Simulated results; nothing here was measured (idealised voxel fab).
Proc. module: voxel transistor to metal
Section cut is 285 nm wide and gridded with 5 nm square cells.
Cross-section format: a grid of square cells, given as bands from top to bottom; each band is one or more rows of cells. Read a band's entry like this: the first values are the height of its top and the height of its bottom in nm, and what follows is the sequence of materials from left to right, each with its width in nm. Note that "air" is empty space, and that a single material marked "edge to edge" reaches across the band from edge to edge. A quick word on heights: they are counted from 0, and under that level the wafer as it came to us is one material throughout. The lowest band is different from the rest in having no bottom; it simply continues downward, written as in "0..down". Width spec "30->40" -> top row of cells at first value, bottom row at second value, equal per-row change in between. For the purposes of this document, the phrase "nothing got changed" attached to a step denotes that no cell within the cross-section was modified by that step. Entry "Closed void inventory" = empty spaces >= 8 cells with no open way to the top; each as width x height at distance, distance from left edge, all nm. On each step's line, the part that comes after the settings is the simulator's own comment on the step. overlay nm: mask right of planned place by this much (step with mask). Neg. = left.

Intended process steps:
1) RECEIVE, material Si
2) OXIDIZE, depth nm 5
3) CONFORMAL_DEP, material SiN, thk nm 10
4) MASKED_ETCH, tone cover, mask id ACTIVE, width nm 110, pitch nm 140, etch materials SiN, depth nm 10, overlay nm 0
5) MASKED_ETCH, tone cover, mask id ACTIVE, width nm 110, pitch nm 140, etch materials SiO2, depth nm 5, overlay nm 0
6) MASKED_ETCH, tone cover, mask id ACTIVE, width nm 110, pitch nm 140, etch materials Si, depth nm 35, overlay nm 0
7) OXIDIZE, depth nm 5
8) FILL_DEP, material SiO2, thk nm 5
9) CMP, height nm 10
10) SELECTIVE_ETCH, etch materials SiO2, depth nm 10
11) STRIP, etch materials SiN
12) SELECTIVE_ETCH, etch materials SiO2, depth nm 5
13) OXIDIZE, depth nm 5
14) DIRECTIONAL_DEP, material polySi, thk nm 30
15) DIRECTIONAL_DEP, material SiCN, thk nm 15
16) DIRECTIONAL_DEP, material aC, thk nm 15
17) PATTERN, tone cover, mask id GATE, material resist, width nm 20, pitch nm 140, thk nm 30, overlay nm 0
18) DIRECTIONAL_ETCH, etch materials aC, depth nm 15
19) STRIP, etch materials resist
20) DIRECTIONAL_ETCH, etch materials SiCN, depth nm 25
21) DIRECTIONAL_ETCH, etch materials polySi, depth nm 40
22) STRIP, etch materials aC
23) CONFORMAL_DEP, material SiO2, thk nm 5
24) DIRECTIONAL_ETCH, etch materials SiO2, depth nm 5
25) CONFORMAL_DEP, material SiN, thk nm 5
26) DIRECTIONAL_ETCH, etch materials SiN, depth nm 5
27) DIRECTIONAL_ETCH, etch materials SiO2, depth nm 5
28) EPI, material pSi, thk nm 5
29) FILL_DEP, material SiO2, thk nm 10
30) CMP, height nm 40
31) DIRECTIONAL_DEP, material SiO2, thk nm 15
32) PATTERN, tone open, mask id CONTACT, material resist, width nm 20, pitch nm 70, thk nm 20, overlay nm 0
33) DIRECTIONAL_ETCH, etch materials SiO2, depth nm 60
34) STRIP, etch materials resist
35) CONFORMAL_DEP, material TiN, thk nm 5
36) FILL_DEP, material W, thk nm 5
37) CMP, height nm 55
38) CONFORMAL_DEP, material SiCN, thk nm 5
39) DIRECTIONAL_DEP, material SiO2, thk nm 20
40) PATTERN, tone open, mask id METAL_1, material resist, width nm 20, pitch nm 70, thk nm 15, overlay nm 0
41) DIRECTIONAL_ETCH, etch materials SiO2, depth nm 20
42) DIRECTIONAL_ETCH, etch materials SiCN, depth nm 5
43) STRIP, etch materials resist
44) CONFORMAL_DEP, material TiN, thk nm 5
45) FILL_DEP, material Cu, thk nm 10
46) CMP, height nm 80
47) CONFORMAL_DEP, material SiN, thk nm 5

Run as planned: first of two wafers:

Received-state cross-section, reflecting completion of step 1:
> 0..down = Si edge to edge
> Closed void inventory: none

So this is the wafer cross-section right after step 2:
> 0..-5 = SiO2 edge to edge
> Nothing below the height -5 has changed.

So this is the wafer cross-section right after step 3:
> 10..0 = SiN edge to edge
> Nothing below the height 0 has changed.

So this is the wafer cross-section right after step 4:
> 10..0 = air (15); SiN (110); air (30); SiN (110); air (20)
> Nothing below the height 0 has changed.

So this is the wafer cross-section right after step 5:
> 10..0 = air (15); SiN (110); air (30); SiN (110); air (20)
> 0..-5 = air (15); SiO2 (110); air (30); SiO2 (110); air (20)
> Nothing below the height -5 has changed.

So this is the wafer cross-section right after step 6:
> 10..0 = air (15); SiN (110); air (30); SiN (110); air (20)
> 0..-5 = air (15); SiO2 (110); air (30); SiO2 (110); air (20)
> -5..-40 = air (15); Si (110); air (30); Si (110); air (20)
> Nothing below the height -40 has changed.

So this is the wafer cross-section right after step 7:
> 10..0 = air (15); SiN (110); air (30); SiN (110); air (20)
> 0..-5 = air (15); SiO2 (110); air (30); SiO2 (110); air (20)
> -5..-40 = air (15); SiO2 (5); Si (100); SiO2 (5); air (30); SiO2 (5); Si (100); SiO2 (5); air (20)
> -40..-45 = SiO2 (20); Si (100); SiO2 (40); Si (100); SiO2 (25)
> Nothing below the height -45 has changed.

So this is the wafer cross-section right after step 8:
> 15..10 = SiO2 edge to edge
> 10..0 = SiO2 (15); SiN (110); SiO2 (30); SiN (110); SiO2 (20)
> 0..-5 = SiO2 edge to edge
> -5..-45 = SiO2 (20); Si (100); SiO2 (40); Si (100); SiO2 (25)
> Nothing below the height -45 has changed.

So this is the wafer cross-section right after step 9:
> 10..0 = SiO2 (15); SiN (110); SiO2 (30); SiN (110); SiO2 (20)
> Nothing below the height 0 has changed.

So this is the wafer cross-section right after step 10:
> 10..0 = air (15); SiN (110); air (30); SiN (110); air (20)
> Nothing below the height 0 has changed.

So this is the wafer cross-section right after step 11:
> 0..-5 = SiO2 edge to edge
> Nothing below the height -5 has changed.

So this is the wafer cross-section right after step 12:
> -5..-45 = SiO2 (20); Si (100); SiO2 (40); Si (100); SiO2 (25)
> Nothing below the height -45 has changed.

So this is the wafer cross-section right after step 13:
> -5..-10 = SiO2 edge to edge
> Nothing below the height -10 has changed.

So this is the wafer cross-section right after step 14:
> 25..-5 = polySi edge to edge
> Nothing below the height -5 has changed.

So this is the wafer cross-section right after step 15:
> 40..25 = SiCN edge to edge
> Nothing below the height 25 has changed.

So this is the wafer cross-section right after step 16:
> 55..40 = aC edge to edge
> Nothing below the height 40 has changed.

So this is the wafer cross-section right after step 17:
> 85..55 = air (60); resist (20); air (120); resist (20); air (65)
> Nothing below the height 55 has changed.

So this is the wafer cross-section right after step 18:
> 70..55 = air (60); resist (20); air (120); resist (20); air (65)
> 55..40 = air (60); aC (20); air (120); aC (20); air (65)
> Nothing below the height 40 has changed.

So this is the wafer cross-section right after step 19:
> 55..40 = air (60); aC (20); air (120); aC (20); air (65)
> Nothing below the height 40 has changed.

So this is the wafer cross-section right after step 20:
> 55..40 = air (60); aC (20); air (120); aC (20); air (65)
> 40..25 = air (60); SiCN (20); air (120); SiCN (20); air (65)
> Nothing below the height 25 has changed.

So this is the wafer cross-section right after step 21:
> 55..40 = air (60); aC (20); air (120); aC (20); air (65)
> 40..25 = air (60); SiCN (20); air (120); SiCN (20); air (65)
> 25..-5 = air (60); polySi (20); air (120); polySi (20); air (65)
> Nothing below the height -5 has changed.

So this is the wafer cross-section right after step 22:
> 40..25 = air (60); SiCN (20); air (120); SiCN (20); air (65)
> Nothing below the height 25 has changed.

So this is the wafer cross-section right after step 23:
> 45..40 = air (55); SiO2 (30); air (110); SiO2 (30); air (60)
> 40..25 = air (55); SiO2 (5); SiCN (20); SiO2 (5); air (110); SiO2 (5); SiCN (20); SiO2 (5); air (60)
> 25..0 = air (55); SiO2 (5); polySi (20); SiO2 (5); air (110); SiO2 (5); polySi (20); SiO2 (5); air (60)
> 0..-5 = SiO2 (60); polySi (20); SiO2 (120); polySi (20); SiO2 (65)
> Nothing below the height -5 has changed.

So this is the wafer cross-section right after step 24:
> 40..25 = air (55); SiO2 (5); SiCN (20); SiO2 (5); air (110); SiO2 (5); SiCN (20); SiO2 (5); air (60)
> 25..-5 = air (55); SiO2 (5); polySi (20); SiO2 (5); air (110); SiO2 (5); polySi (20); SiO2 (5); air (60)
> Nothing below the height -5 has changed.

So this is the wafer cross-section right after step 25:
> 45..40 = air (50); SiN (40); air (100); SiN (40); air (55)
> 40..25 = air (50); SiN (5); SiO2 (5); SiCN (20); SiO2 (5); SiN (5); air (100); SiN (5); SiO2 (5); SiCN (20); SiO2 (5); SiN (5); air (55)
> 25..0 = air (50); SiN (5); SiO2 (5); polySi (20); SiO2 (5); SiN (5); air (100); SiN (5); SiO2 (5); polySi (20); SiO2 (5); SiN (5); air (55)
> 0..-5 = SiN (55); SiO2 (5); polySi (20); SiO2 (5); SiN (110); SiO2 (5); polySi (20); SiO2 (5); SiN (60)
> Nothing below the height -5 has changed.

So this is the wafer cross-section right after step 26:
> 40..25 = air (50); SiN (5); SiO2 (5); SiCN (20); SiO2 (5); SiN (5); air (100); SiN (5); SiO2 (5); SiCN (20); SiO2 (5); SiN (5); air (55)
> 25..-5 = air (50); SiN (5); SiO2 (5); polySi (20); SiO2 (5); SiN (5); air (100); SiN (5); SiO2 (5); polySi (20); SiO2 (5); SiN (5); air (55)
> Nothing below the height -5 has changed.

So this is the wafer cross-section right after step 27:
> 40..35 = air (50); SiN (5); air (5); SiCN (20); air (5); SiN (5); air (100); SiN (5); air (5); SiCN (20); air (5); SiN (5); air (55)
> 35..25 = air (50); SiN (5); SiO2 (5); SiCN (20); SiO2 (5); SiN (5); air (100); SiN (5); SiO2 (5); SiCN (20); SiO2 (5); SiN (5); air (55)
> 25..-5 = air (50); SiN (5); SiO2 (5); polySi (20); SiO2 (5); SiN (5); air (100); SiN (5); SiO2 (5); polySi (20); SiO2 (5); SiN (5); air (55)
> -5..-10 = air (50); SiO2 (40); air (100); SiO2 (40); air (55)
> Nothing below the height -10 has changed.

So this is the wafer cross-section right after step 28:
> 40..35 = air (50); SiN (5); air (5); SiCN (20); air (5); SiN (5); air (100); SiN (5); air (5); SiCN (20); air (5); SiN (5); air (55)
> 35..25 = air (50); SiN (5); SiO2 (5); SiCN (20); SiO2 (5); SiN (5); air (100); SiN (5); SiO2 (5); SiCN (20); SiO2 (5); SiN (5); air (55)
> 25..-5 = air (50); SiN (5); SiO2 (5); polySi (20); SiO2 (5); SiN (5); air (100); SiN (5); SiO2 (5); polySi (20); SiO2 (5); SiN (5); air (55)
> -5..-10 = air (15); pSi (35); SiO2 (40); pSi (35); air (30); pSi (35); SiO2 (40); pSi (35); air (20)
> Nothing below the height -10 has changed.

So this is the wafer cross-section right after step 29:
> 50..40 = SiO2 edge to edge
> 40..25 = SiO2 (50); SiN (5); SiO2 (5); SiCN (20); SiO2 (5); SiN (5); SiO2 (100); SiN (5); SiO2 (5); SiCN (20); SiO2 (5); SiN (5); SiO2 (55)
> 25..-5 = SiO2 (50); SiN (5); SiO2 (5); polySi (20); SiO2 (5); SiN (5); SiO2 (100); SiN (5); SiO2 (5); polySi (20); SiO2 (5); SiN (5); SiO2 (55)
> -5..-10 = SiO2 (15); pSi (35); SiO2 (40); pSi (35); SiO2 (30); pSi (35); SiO2 (40); pSi (35); SiO2 (20)
> Nothing below the height -10 has changed.

So this is the wafer cross-section right after step 30:
> 40..25 = SiO2 (50); SiN (5); SiO2 (5); SiCN (20); SiO2 (5); SiN (5); SiO2 (100); SiN (5); SiO2 (5); SiCN (20); SiO2 (5); SiN (5); SiO2 (55)
> Nothing below the height 25 has changed.

So this is the wafer cross-section right after step 31:
> 55..40 = SiO2 edge to edge
> Nothing below the height 40 has changed.

So this is the wafer cross-section right after step 32:
> 75..55 = resist (25); air (20); resist (50); air (20); resist (50); air (20); resist (50); air (20); resist (30)
> Nothing below the height 55 has changed.

So this is the wafer cross-section right after step 33:
> 75..55 = resist (25); air (20); resist (50); air (20); resist (50); air (20); resist (50); air (20); resist (30)
> 55..40 = SiO2 (25); air (20); SiO2 (50); air (20); SiO2 (50); air (20); SiO2 (50); air (20); SiO2 (30)
> 40..25 = SiO2 (25); air (20); SiO2 (5); SiN (5); SiO2 (5); SiCN (20); SiO2 (5); SiN (5); SiO2 (5); air (20); SiO2 (50); air (20); SiO2 (5); SiN (5); SiO2 (5); SiCN (20); SiO2 (5); SiN (5); SiO2 (5); air (20); SiO2 (30)
> 25..-5 = SiO2 (25); air (20); SiO2 (5); SiN (5); SiO2 (5); polySi (20); SiO2 (5); SiN (5); SiO2 (5); air (20); SiO2 (50); air (20); SiO2 (5); SiN (5); SiO2 (5); polySi (20); SiO2 (5); SiN (5); SiO2 (5); air (20); SiO2 (30)
> Nothing below the height -5 has changed.

So this is the wafer cross-section right after step 34:
> 55..40 = SiO2 (25); air (20); SiO2 (50); air (20); SiO2 (50); air (20); SiO2 (50); air (20); SiO2 (30)
> Nothing below the height 40 has changed.

So this is the wafer cross-section right after step 35:
> 60..55 = TiN (30); air (10); TiN (60); air (10); TiN (60); air (10); TiN (60); air (10); TiN (35)
> 55..40 = SiO2 (25); TiN (5); air (10); TiN (5); SiO2 (50); TiN (5); air (10); TiN (5); SiO2 (50); TiN (5); air (10); TiN (5); SiO2 (50); TiN (5); air (10); TiN (5); SiO2 (30)
> 40..25 = SiO2 (25); TiN (5); air (10); TiN (5); SiO2 (5); SiN (5); SiO2 (5); SiCN (20); SiO2 (5); SiN (5); SiO2 (5); TiN (5); air (10); TiN (5); SiO2 (50); TiN (5); air (10); TiN (5); SiO2 (5); SiN (5); SiO2 (5); SiCN (20); SiO2 (5); SiN (5); SiO2 (5); TiN (5); air (10); TiN (5); SiO2 (30)
> 25..0 = SiO2 (25); TiN (5); air (10); TiN (5); SiO2 (5); SiN (5); SiO2 (5); polySi (20); SiO2 (5); SiN (5); SiO2 (5); TiN (5); air (10); TiN (5); SiO2 (50); TiN (5); air (10); TiN (5); SiO2 (5); SiN (5); SiO2 (5); polySi (20); SiO2 (5); SiN (5); SiO2 (5); TiN (5); air (10); TiN (5); SiO2 (30)
> 0..-5 = SiO2 (25); TiN (20); SiO2 (5); SiN (5); SiO2 (5); polySi (20); SiO2 (5); SiN (5); SiO2 (5); TiN (20); SiO2 (50); TiN (20); SiO2 (5); SiN (5); SiO2 (5); polySi (20); SiO2 (5); SiN (5); SiO2 (5); TiN (20); SiO2 (30)
> Nothing below the height -5 has changed.

So this is the wafer cross-section right after step 36:
> 65..60 = W edge to edge
> 60..55 = TiN (30); W (10); TiN (60); W (10); TiN (60); W (10); TiN (60); W (10); TiN (35)
> 55..40 = SiO2 (25); TiN (5); W (10); TiN (5); SiO2 (50); TiN (5); W (10); TiN (5); SiO2 (50); TiN (5); W (10); TiN (5); SiO2 (50); TiN (5); W (10); TiN (5); SiO2 (30)
> 40..25 = SiO2 (25); TiN (5); W (10); TiN (5); SiO2 (5); SiN (5); SiO2 (5); SiCN (20); SiO2 (5); SiN (5); SiO2 (5); TiN (5); W (10); TiN (5); SiO2 (50); TiN (5); W (10); TiN (5); SiO2 (5); SiN (5); SiO2 (5); SiCN (20); SiO2 (5); SiN (5); SiO2 (5); TiN (5); W (10); TiN (5); SiO2 (30)
> 25..0 = SiO2 (25); TiN (5); W (10); TiN (5); SiO2 (5); SiN (5); SiO2 (5); polySi (20); SiO2 (5); SiN (5); SiO2 (5); TiN (5); W (10); TiN (5); SiO2 (50); TiN (5); W (10); TiN (5); SiO2 (5); SiN (5); SiO2 (5); polySi (20); SiO2 (5); SiN (5); SiO2 (5); TiN (5); W (10); TiN (5); SiO2 (30)
> Nothing below the height 0 has changed.

So this is the wafer cross-section right after step 37:
> 55..40 = SiO2 (25); TiN (5); W (10); TiN (5); SiO2 (50); TiN (5); W (10); TiN (5); SiO2 (50); TiN (5); W (10); TiN (5); SiO2 (50); TiN (5); W (10); TiN (5); SiO2 (30)
> Nothing below the height 40 has changed.

So this is the wafer cross-section right after step 38:
> 60..55 = SiCN edge to edge
> Nothing below the height 55 has changed.

So this is the wafer cross-section right after step 39:
> 80..60 = SiO2 edge to edge
> Nothing below the height 60 has changed.

So this is the wafer cross-section right after step 40:
> 95..80 = resist (25); air (20); resist (50); air (20); resist (50); air (20); resist (50); air (20); resist (30)
> Nothing below the height 80 has changed.

So this is the wafer cross-section right after step 41:
> 95..80 = resist (25); air (20); resist (50); air (20); resist (50); air (20); resist (50); air (20); resist (30)
> 80..60 = SiO2 (25); air (20); SiO2 (50); air (20); SiO2 (50); air (20); SiO2 (50); air (20); SiO2 (30)
> Nothing below the height 60 has changed.

So this is the wafer cross-section right after step 42:
> 95..80 = resist (25); air (20); resist (50); air (20); resist (50); air (20); resist (50); air (20); resist (30)
> 80..60 = SiO2 (25); air (20); SiO2 (50); air (20); SiO2 (50); air (20); SiO2 (50); air (20); SiO2 (30)
> 60..55 = SiCN (25); air (20); SiCN (50); air (20); SiCN (50); air (20); SiCN (50); air (20); SiCN (30)
> Nothing below the height 55 has changed.

So this is the wafer cross-section right after step 43:
> 80..60 = SiO2 (25); air (20); SiO2 (50); air (20); SiO2 (50); air (20); SiO2 (50); air (20); SiO2 (30)
> Nothing below the height 60 has changed.

So this is the wafer cross-section right after step 44:
> 85..80 = TiN (30); air (10); TiN (60); air (10); TiN (60); air (10); TiN (60); air (10); TiN (35)
> 80..60 = SiO2 (25); TiN (5); air (10); TiN (5); SiO2 (50); TiN (5); air (10); TiN (5); SiO2 (50); TiN (5); air (10); TiN (5); SiO2 (50); TiN (5); air (10); TiN (5); SiO2 (30)
> 60..55 = SiCN (25); TiN (20); SiCN (50); TiN (20); SiCN (50); TiN (20); SiCN (50); TiN (20); SiCN (30)
> Nothing below the height 55 has changed.

So this is the wafer cross-section right after step 45:
> 95..85 = Cu edge to edge
> 85..80 = TiN (30); Cu (10); TiN (60); Cu (10); TiN (60); Cu (10); TiN (60); Cu (10); TiN (35)
> 80..60 = SiO2 (25); TiN (5); Cu (10); TiN (5); SiO2 (50); TiN (5); Cu (10); TiN (5); SiO2 (50); TiN (5); Cu (10); TiN (5); SiO2 (50); TiN (5); Cu (10); TiN (5); SiO2 (30)
> Nothing below the height 60 has changed.

So this is the wafer cross-section right after step 46:
> 80..60 = SiO2 (25); TiN (5); Cu (10); TiN (5); SiO2 (50); TiN (5); Cu (10); TiN (5); SiO2 (50); TiN (5); Cu (10); TiN (5); SiO2 (50); TiN (5); Cu (10); TiN (5); SiO2 (30)
> Nothing below the height 60 has changed.

So this is the wafer cross-section right after step 47:
> 85..80 = SiN edge to edge
> Nothing below the height 80 has changed.

Wafer two. Identical start, identical plan. One mistake in execution. Identical history through step 36:

X-section, second wafer, when step 37 was due to finish:
> 60..55 = TiN (30); W (10); TiN (60); W (10); TiN (60); W (10); TiN (60); W (10); TiN (35)
> Nothing below the height 55 has changed.

X-section, second wafer, when step 38 was due to finish:
> 65..60 = SiCN edge to edge
> Nothing below the height 60 has changed.

X-section, second wafer, when step 39 was due to finish:
> 85..65 = SiO2 edge to edge
> Nothing below the height 65 has changed.

X-section, second wafer, when step 40 was due to finish:
> 100..85 = resist (25); air (20); resist (50); air (20); resist (50); air (20); resist (50); air (20); resist (30)
> Nothing below the height 85 has changed.

X-section, second wafer, when step 41 was due to finish:
> 100..85 = resist (25); air (20); resist (50); air (20); resist (50); air (20); resist (50); air (20); resist (30)
> 85..65 = SiO2 (25); air (20); SiO2 (50); air (20); SiO2 (50); air (20); SiO2 (50); air (20); SiO2 (30)
> Nothing below the height 65 has changed.

X-section, second wafer, when step 42 was due to finish:
> 100..85 = resist (25); air (20); resist (50); air (20); resist (50); air (20); resist (50); air (20); resist (30)
> 85..65 = SiO2 (25); air (20); SiO2 (50); air (20); SiO2 (50); air (20); SiO2 (50); air (20); SiO2 (30)
> 65..60 = SiCN (25); air (20); SiCN (50); air (20); SiCN (50); air (20); SiCN (50); air (20); SiCN (30)
> Nothing below the height 60 has changed.

X-section, second wafer, when step 43 was due to finish:
> 85..65 = SiO2 (25); air (20); SiO2 (50); air (20); SiO2 (50); air (20); SiO2 (50); air (20); SiO2 (30)
> Nothing below the height 65 has changed.

X-section, second wafer, when step 44 was due to finish:
> 90..85 = TiN (30); air (10); TiN (60); air (10); TiN (60); air (10); TiN (60); air (10); TiN (35)
> 85..65 = SiO2 (25); TiN (5); air (10); TiN (5); SiO2 (50); TiN (5); air (10); TiN (5); SiO2 (50); TiN (5); air (10); TiN (5); SiO2 (50); TiN (5); air (10); TiN (5); SiO2 (30)
> 65..60 = SiCN (25); TiN (20); SiCN (50); TiN (20); SiCN (50); TiN (20); SiCN (50); TiN (20); SiCN (30)
> Nothing below the height 60 has changed.

X-section, second wafer, when step 45 was due to finish:
> 100..90 = Cu edge to edge
> 90..85 = TiN (30); Cu (10); TiN (60); Cu (10); TiN (60); Cu (10); TiN (60); Cu (10); TiN (35)
> 85..65 = SiO2 (25); TiN (5); Cu (10); TiN (5); SiO2 (50); TiN (5); Cu (10); TiN (5); SiO2 (50); TiN (5); Cu (10); TiN (5); SiO2 (50); TiN (5); Cu (10); TiN (5); SiO2 (30)
> Nothing below the height 65 has changed.

X-section, second wafer, when step 46 was due to finish:
> 80..65 = SiO2 (25); TiN (5); Cu (10); TiN (5); SiO2 (50); TiN (5); Cu (10); TiN (5); SiO2 (50); TiN (5); Cu (10); TiN (5); SiO2 (50); TiN (5); Cu (10); TiN (5); SiO2 (30)
> Nothing below the height 65 has changed.

X-section, second wafer, when step 47 was due to finish:
> 85..80 = SiN edge to edge
> Nothing below the height 80 has changed.
What broke from the plan during processing? step 37 ran as: CMP, height nm 60
At the finish, the second wafer shows more or fewer cells for some materials than the first does: Cu -8, SiO2 -41, TiN +41, W +8
